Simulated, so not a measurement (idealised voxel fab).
process module | voxel gate over fins
Cross-sectional view cut (width: 245 nm; square cell size: 5 nm).
If you're reading a cross-section in this doc, picture square cells in a grid; it comes to you as bands, top ones listed first down to the bottom, and a band can be one or more rows of cells. It is stipulated that each band's entry specify, in nanometres, the height of the top of the band and then that of its bottom, followed by the materials of the band in left-to-right sequence, each together with its width in nanometres. A single material marked by the word "throughout" is understood to fill the band from edge to edge; the word "blank" is understood to denote empty space. Where do heights start? At 0: under that level the wafer as delivered is made of one material only. And the lowest band has no floor; it just carries on downward, as in "0 and below". Per-row width for "30..40": begins at first number (top row of band), ends at second number (bottom row), increment between rows held constant. Step note "changes: none" = no cross-section cell changed. Empty spaces without an open route to the top, at least 8 cells in extent, make up the entry "Sealed void inventory"; each is given as width x height at distance, where the distance is measured from the left edge, and all are in nm. Step line, after settings: the simulator's comment on this step. If you see "overlay nm" on a step's line and that step has a mask, it's telling you how far right of where it was planned the mask ended up; a negative number means it went left instead.
# Planned process steps
step 1: RECEIVE: material Si
step 2: CONFORMAL_DEP: material SiN, thk nm 5
step 3: PATTERN: tone cover, mask id FINS, material resist, width nm 15, pitch nm 35, thk nm 20, overlay nm 0
step 4: DIRECTIONAL_ETCH: etch materials SiN, depth nm 5
step 5: DIRECTIONAL_ETCH: etch materials Si, depth nm 30
step 6: STRIP: etch materials resist
step 7: FILL_DEP: material SiO2, thk nm 10
step 8: CMP: height nm 5
step 9: SELECTIVE_ETCH: etch materials SiO2, depth nm 20
step 10: STRIP: etch materials SiN
step 11: CONFORMAL_DEP: material HfO2, thk nm 5
step 12: CONFORMAL_DEP: material TiN, thk nm 5
step 13: CONFORMAL_DEP: material TiAl, thk nm 5
step 14: CONFORMAL_DEP: material TiN, thk nm 5
step 15: FILL_DEP: material W, thk nm 15
step 16: CMP: height nm 30
step 17: CONFORMAL_DEP: material SiCN, thk nm 5
# The first wafer of two, processed as planned
# Step 1 complete: cross-section of the wafer as received
- 0 and below | Si throughout
- Sealed void inventory: none
# Upon completion of step 2, the wafer appears in cross-section as shown
- 5 down to 0 | SiN throughout
- Below a height of 0, the structure has not been altered.
# Upon completion of step 3, the wafer appears in cross-section as shown
- 25 down to 5 | blank 95 nm; resist 15 nm; blank 20 nm; resist 15 nm; blank 100 nm
- Below a height of 5, the structure has not been altered.
# Upon completion of step 4, the wafer appears in cross-section as shown
- 25 down to 5 | blank 95 nm; resist 15 nm; blank 20 nm; resist 15 nm; blank 100 nm
- 5 down to 0 | blank 95 nm; SiN 15 nm; blank 20 nm; SiN 15 nm; blank 100 nm
- Below a height of 0, the structure has not been altered.
# Upon completion of step 5, the wafer appears in cross-section as shown
- 25 down to 5 | blank 95 nm; resist 15 nm; blank 20 nm; resist 15 nm; blank 100 nm
- 5 down to 0 | blank 95 nm; SiN 15 nm; blank 20 nm; SiN 15 nm; blank 100 nm
- 0 down to -30 | blank 95 nm; Si 15 nm; blank 20 nm; Si 15 nm; blank 100 nm
- Below a height of -30, the structure has not been altered.
# Upon completion of step 6, the wafer appears in cross-section as shown
- 5 down to 0 | blank 95 nm; SiN 15 nm; blank 20 nm; SiN 15 nm; blank 100 nm
- Below a height of 0, the structure has not been altered.
# Upon completion of step 7, the wafer appears in cross-section as shown
- 15 down to 5 | SiO2 throughout
- 5 down to 0 | SiO2 95 nm; SiN 15 nm; SiO2 20 nm; SiN 15 nm; SiO2 100 nm
- 0 down to -30 | SiO2 95 nm; Si 15 nm; SiO2 20 nm; Si 15 nm; SiO2 100 nm
- Below a height of -30, the structure has not been altered.
# Upon completion of step 8, the wafer appears in cross-section as shown
- 5 down to 0 | SiO2 95 nm; SiN 15 nm; SiO2 20 nm; SiN 15 nm; SiO2 100 nm
- Below a height of 0, the structure has not been altered.
# Upon completion of step 9, the wafer appears in cross-section as shown
- 5 down to 0 | blank 95 nm; SiN 15 nm; blank 20 nm; SiN 15 nm; blank 100 nm
- 0 down to -15 | blank 95 nm; Si 15 nm; blank 20 nm; Si 15 nm; blank 100 nm
- Below a height of -15, the structure has not been altered.
# Upon completion of step 10, the wafer appears in cross-section as shown
- 0 down to -15 | blank 95 nm; Si 15 nm; blank 20 nm; Si 15 nm; blank 100 nm
- Below a height of -15, the structure has not been altered.
# Upon completion of step 11, the wafer appears in cross-section as shown
- 5 down to 0 | blank 90 nm; HfO2 25 nm; blank 10 nm; HfO2 25 nm; blank 95 nm
- 0 down to -10 | blank 90 nm; HfO2 5 nm; Si 15 nm; HfO2 5 nm; blank 10 nm; HfO2 5 nm; Si 15 nm; HfO2 5 nm; blank 95 nm
- -10 down to -15 | HfO2 95 nm; Si 15 nm; HfO2 20 nm; Si 15 nm; HfO2 100 nm
- Below a height of -15, the structure has not been altered.
# Upon completion of step 12, the wafer appears in cross-section as shown
- 10 down to 5 | blank 85 nm; TiN 70 nm; blank 90 nm
- 5 down to 0 | blank 85 nm; TiN 5 nm; HfO2 25 nm; TiN 10 nm; HfO2 25 nm; TiN 5 nm; blank 90 nm
- 0 down to -5 | blank 85 nm; TiN 5 nm; HfO2 5 nm; Si 15 nm; HfO2 5 nm; TiN 10 nm; HfO2 5 nm; Si 15 nm; HfO2 5 nm; TiN 5 nm; blank 90 nm
- -5 down to -10 | TiN 90 nm; HfO2 5 nm; Si 15 nm; HfO2 5 nm; TiN 10 nm; HfO2 5 nm; Si 15 nm; HfO2 5 nm; TiN 95 nm
- Below a height of -10, the structure has not been altered.
# Upon completion of step 13, the wafer appears in cross-section as shown
- 15 down to 10 | blank 80 nm; TiAl 80 nm; blank 85 nm
- 10 down to 5 | blank 80 nm; TiAl 5 nm; TiN 70 nm; TiAl 5 nm; blank 85 nm
- 5 down to 0 | blank 80 nm; TiAl 5 nm; TiN 5 nm; HfO2 25 nm; TiN 10 nm; HfO2 25 nm; TiN 5 nm; TiAl 5 nm; blank 85 nm
- 0 down to -5 | TiAl 85 nm; TiN 5 nm; HfO2 5 nm; Si 15 nm; HfO2 5 nm; TiN 10 nm; HfO2 5 nm; Si 15 nm; HfO2 5 nm; TiN 5 nm; TiAl 90 nm
- Below a height of -5, the structure has not been altered.
# Upon completion of step 14, the wafer appears in cross-section as shown
- 20 down to 15 | blank 75 nm; TiN 90 nm; blank 80 nm
- 15 down to 10 | blank 75 nm; TiN 5 nm; TiAl 80 nm; TiN 5 nm; blank 80 nm
- 10 down to 5 | blank 75 nm; TiN 5 nm; TiAl 5 nm; TiN 70 nm; TiAl 5 nm; TiN 5 nm; blank 80 nm
- 5 down to 0 | TiN 80 nm; TiAl 5 nm; TiN 5 nm; HfO2 25 nm; TiN 10 nm; HfO2 25 nm; TiN 5 nm; TiAl 5 nm; TiN 85 nm
- Below a height of 0, the structure has not been altered.
# Upon completion of step 15, the wafer appears in cross-section as shown
- 35 down to 20 | W throughout
- 20 down to 15 | W 75 nm; TiN 90 nm; W 80 nm
- 15 down to 10 | W 75 nm; TiN 5 nm; TiAl 80 nm; TiN 5 nm; W 80 nm
- 10 down to 5 | W 75 nm; TiN 5 nm; TiAl 5 nm; TiN 70 nm; TiAl 5 nm; TiN 5 nm; W 80 nm
- Below a height of 5, the structure has not been altered.
# Upon completion of step 16, the wafer appears in cross-section as shown
- 30 down to 20 | W throughout
- Below a height of 20, the structure has not been altered.
# Upon completion of step 17, the wafer appears in cross-section as shown
- 35 down to 30 | SiCN throughout
- Below a height of 30, the structure has not been altered.
# For the second wafer, take the first wafer's start and plan, then add one mistake made in running it; everything through step 12, that step included, is shared with the first
Second wafer profile in section, at the moment step 13 of the plan was meant to be complete: changes: none
# Second wafer profile in section, at the moment step 14 of the plan was meant to be complete
- 15 down to 5 | blank 80 nm; TiN 80 nm; blank 85 nm
- 5 down to 0 | blank 80 nm; TiN 10 nm; HfO2 25 nm; TiN 10 nm; HfO2 25 nm; TiN 10 nm; blank 85 nm
- 0 down to -10 | TiN 90 nm; HfO2 5 nm; Si 15 nm; HfO2 5 nm; TiN 10 nm; HfO2 5 nm; Si 15 nm; HfO2 5 nm; TiN 95 nm
- Below a height of -10, the structure has not been altered.
# Second wafer profile in section, at the moment step 15 of the plan was meant to be complete
- 30 down to 15 | W throughout
- 15 down to 5 | W 80 nm; TiN 80 nm; W 85 nm
- 5 down to 0 | W 80 nm; TiN 10 nm; HfO2 25 nm; TiN 10 nm; HfO2 25 nm; TiN 10 nm; W 85 nm
- Below a height of 0, the structure has not been altered.
Second wafer profile in section, at the moment step 16 of the plan was meant to be complete: changes: none
# Second wafer profile in section, at the moment step 17 of the plan was meant to be complete
- 35 down to 30 | SiCN throughout
- Below a height of 30, the structure has not been altered.
Run error: the plan's step 13 was left out and never carried out
Final wafer comparison in cells, second versus first, more or fewer per material: 55 fewer of TiAl, 55 more of W
